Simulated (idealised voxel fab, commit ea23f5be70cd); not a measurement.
Process module, titled voxel trench capacitor
Section cut is 285 nm wide and gridded with 5 nm square cells.
The cross-sections in this document take the form of a grid made of square cells. They are written out as bands, in order from top to bottom. Each band consists of one or more rows of cells. Each band's line starts with the height of the band's top and of its bottom, in nm. Then come its materials from left to right, each with its width in nm. One material with "all across" fills the band from edge to edge. "air" is empty space. Height 0 is the level under which the wafer as received is all one material. The lowest band goes on downwards, as in "0 nm and below". A two-number width, for instance "30->40", indicates that the width is equal to the first number in the top row of the band and to the second number in the bottom row, and that it changes by a constant amount per row of cells. "remains unaltered" after a step means that no cell of the cross-section changed. Empty spaces counting at least 8 cells and having no open way to the top are listed in "Enclosed void listing". The notation width x height at distance is used for each, the distance being from the left edge and all three values in nm. On a step's line, text after the settings is the simulator commenting on that step. overlay nm: where the mask lay relative to plan, measured to the right, on steps with a mask; negatives go left.
This section lists the process steps that were planned
1,RECEIVE with material Si
2,CONFORMAL_DEP with material SiN, thk nm 10
3,MASKED_ETCH with tone open, mask id TRENCH, width nm 25, pitch nm 55, etch materials SiN, depth nm 10, overlay nm 0
4,MASKED_ETCH with tone open, mask id TRENCH, width nm 25, pitch nm 55, etch materials Si, depth nm 40, overlay nm 0
5,CONFORMAL_DEP with material HfO2, thk nm 5
6,CONFORMAL_DEP with material TiN, thk nm 5
7,FILL_DEP with material W, thk nm 10
8,CMP with height nm 10
Here's what the wafer looked like in cross-section when it arrived - that's after step 1
> 0 nm and below  Si all across
> Enclosed void listing: none
Cross-section taken at module completion on the first of two wafers; processed per the plan
> 10 nm to 0 nm  100 SiN; 5 HfO2; 5 TiN; 5 W; 5 TiN; 5 HfO2; 30 SiN; 5 HfO2; 5 TiN; 5 W; 5 TiN; 5 HfO2; 105 SiN
> 0 nm to -30 nm  100 Si; 5 HfO2; 5 TiN; 5 W; 5 TiN; 5 HfO2; 30 Si; 5 HfO2; 5 TiN; 5 W; 5 TiN; 5 HfO2; 105 Si
> -30 nm to -35 nm  100 Si; 5 HfO2; 15 TiN; 5 HfO2; 30 Si; 5 HfO2; 15 TiN; 5 HfO2; 105 Si
> -35 nm to -40 nm  100 Si; 25 HfO2; 30 Si; 25 HfO2; 105 Si
> -40 nm and below  Si all across
> Enclosed void listing: none
Second wafer cross-section at end of module - shared start and plan with the first, one mistake in the run
> 0 nm to -30 nm  100 Si; 5 HfO2; 5 TiN; 5 W; 5 TiN; 5 HfO2; 30 Si; 5 HfO2; 5 TiN; 5 W; 5 TiN; 5 HfO2; 105 Si
> -30 nm to -35 nm  100 Si; 5 HfO2; 15 TiN; 5 HfO2; 30 Si; 5 HfO2; 15 TiN; 5 HfO2; 105 Si
> -35 nm to -40 nm  100 Si; 25 HfO2; 30 Si; 25 HfO2; 105 Si
> -40 nm and below  Si all across
> Enclosed void listing: none
In executing the process, a mistake was made relative to the plan: step 8 ran as: CMP with height nm 0
Materials where the second wafer ends with more or fewer cells than the first: 8 fewer of HfO2; 94 fewer of SiN; 8 fewer of TiN; 4 fewer of W
